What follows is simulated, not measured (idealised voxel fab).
process module | voxel wiring stack
cross-section cut | 295 nm wide | cells 5 nm
A cross-section is a grid of square cells, given in bands from the top down. A band is one or more rows of cells.
Each band's line starts with the height of the band's top and of its bottom, in nm. Then come its materials from left to right, each with its width in nm. One material with "throughout" fills the band from edge to edge. "air" is empty space.
Height 0 is the level under which the wafer as received is all one material. The lowest band goes on downwards, as in "0 down".
A width such as "30 to 40" changes by the same amount from each row of cells to the next, from the band's top row to its bottom row.
"no change" after a step means that no cell of the cross-section changed.
closed voids: empty space of 8 cells or more with no open way to the top, each as width x height at its distance from the left edge, in nm
after a step's settings: what the simulator itself notes on the step
overlay nm, on a step with a mask: how far to the right of its planned place the mask lay; to the left if negative
plan
1 op RECEIVE | material Si
2 op CONFORMAL_DEP | material SiO2 | thk nm 10
3 op DIRECTIONAL_DEP | material TiN | thk nm 5
4 op DIRECTIONAL_DEP | material Ru | thk nm 20
5 op PATTERN | tone cover | mask id METAL_1 | material resist | width nm 30 | pitch nm 50 | thk nm 15 | overlay nm 0
6 op DIRECTIONAL_ETCH | etch materials Ru | depth nm 20
7 op DIRECTIONAL_ETCH | etch materials TiN | depth nm 5
8 op STRIP | etch materials resist
9 op FILL_DEP | material lowk | thk nm 10
10 op CMP | height nm 35
11 op CONFORMAL_DEP | material SiCN | thk nm 5
12 op DIRECTIONAL_DEP | material lowk | thk nm 20
13 op PATTERN | tone open | mask id PLUG_1 | material resist | width nm 15 | pitch nm 50 | thk nm 20 | overlay nm 0
14 op DIRECTIONAL_ETCH | etch materials lowk | depth nm 20
15 op DIRECTIONAL_ETCH | etch materials SiCN | depth nm 5
16 op STRIP | etch materials resist
17 op EPI | material Ru | thk nm 10
18 op EPI | material Ru | thk nm 10
19 op EPI | material Ru | thk nm 5
20 op DIRECTIONAL_DEP | material TiN | thk nm 5
21 op DIRECTIONAL_DEP | material W | thk nm 20
22 op MASKED_ETCH | tone cover | mask id METAL_2 | width nm 20 | pitch nm 50 | etch materials W | depth nm 20 | overlay nm 0
23 op MASKED_ETCH | tone cover | mask id METAL_2 | width nm 30 | pitch nm 50 | etch materials TiN | depth nm 5 | overlay nm 0
24 op CONFORMAL_DEP | material SiN | thk nm 5
25 op FILL_DEP | material SiO2 | thk nm 10
26 op CMP | height nm 85
27 op CONFORMAL_DEP | material SiCN | thk nm 5
varied across the wafers: width nm of step 22. The plan shows the first wafer's value. All wafers start alike
first wafer as received, after step 1
  0 down: Si throughout
  closed voids: none
first wafer at the end, after step 27
  90 to 85: SiCN throughout
  85 to 70: SiO2 80 | SiN 5 | W 20 | SiN 5 | SiO2 20 | SiN 5 | W 20 | SiN 5 | SiO2 20 | SiN 5 | W 20 | SiN 5 | SiO2 85
  70 to 65: SiO2 75 | SiN 10 | W 20 | SiN 10 | SiO2 10 | SiN 10 | W 20 | SiN 10 | SiO2 10 | SiN 10 | W 20 | SiN 10 | SiO2 80
  65 to 60: SiN 80 | TiN 30 | SiN 20 | TiN 30 | SiN 20 | TiN 30 | SiN 85
  60 to 40: lowk 80 | Ru 15 | lowk 35 | Ru 15 | lowk 35 | Ru 15 | lowk 100
  40 to 35: SiCN 80 | Ru 15 | SiCN 35 | Ru 15 | SiCN 35 | Ru 15 | SiCN 100
  35 to 15: lowk 80 | Ru 30 | lowk 20 | Ru 30 | lowk 20 | Ru 30 | lowk 85
  15 to 10: lowk 80 | TiN 30 | lowk 20 | TiN 30 | lowk 20 | TiN 30 | lowk 85
  10 to 0: SiO2 throughout
  0 down: Si throughout
  closed voids: none
last wafer at the end
  90 to 85: SiCN throughout
  85 to 65: SiO2 75 | SiN 5 | W 35 | SiN 5 | SiO2 5 | SiN 5 | W 35 | SiN 5 | SiO2 5 | SiN 5 | W 35 | SiN 5 | SiO2 75
  65 to 60: SiN 80 | TiN 35 | SiN 15 | TiN 35 | SiN 15 | TiN 35 | SiN 80
  60 to 40: lowk 80 | Ru 15 | lowk 35 | Ru 15 | lowk 35 | Ru 15 | lowk 100
  40 to 35: SiCN 80 | Ru 15 | SiCN 35 | Ru 15 | SiCN 35 | Ru 15 | SiCN 100
  35 to 15: lowk 80 | Ru 30 | lowk 20 | Ru 30 | lowk 20 | Ru 30 | lowk 85
  15 to 10: lowk 80 | TiN 30 | lowk 20 | TiN 30 | lowk 20 | TiN 30 | lowk 85
  10 to 0: SiO2 throughout
  0 down: Si throughout
  closed voids: none
each wafer at the end: cells of each material gained (+) or lost (-) since it was received, then its closed voids
width nm 20 | +117 Ru | +109 SiCN | +71 SiN | +276 SiO2 | +36 TiN | +48 W | +405 lowk | closed voids: none
width nm 25 | +117 Ru | +109 SiCN | +68 SiN | +267 SiO2 | +36 TiN | +60 W | +405 lowk | closed voids: none
width nm 30 | +117 Ru | +109 SiCN | +65 SiN | +258 SiO2 | +36 TiN | +72 W | +405 lowk | closed voids: none
width nm 35 | +117 Ru | +109 SiCN | +62 SiN | +246 SiO2 | +39 TiN | +84 W | +405 lowk | closed voids: none
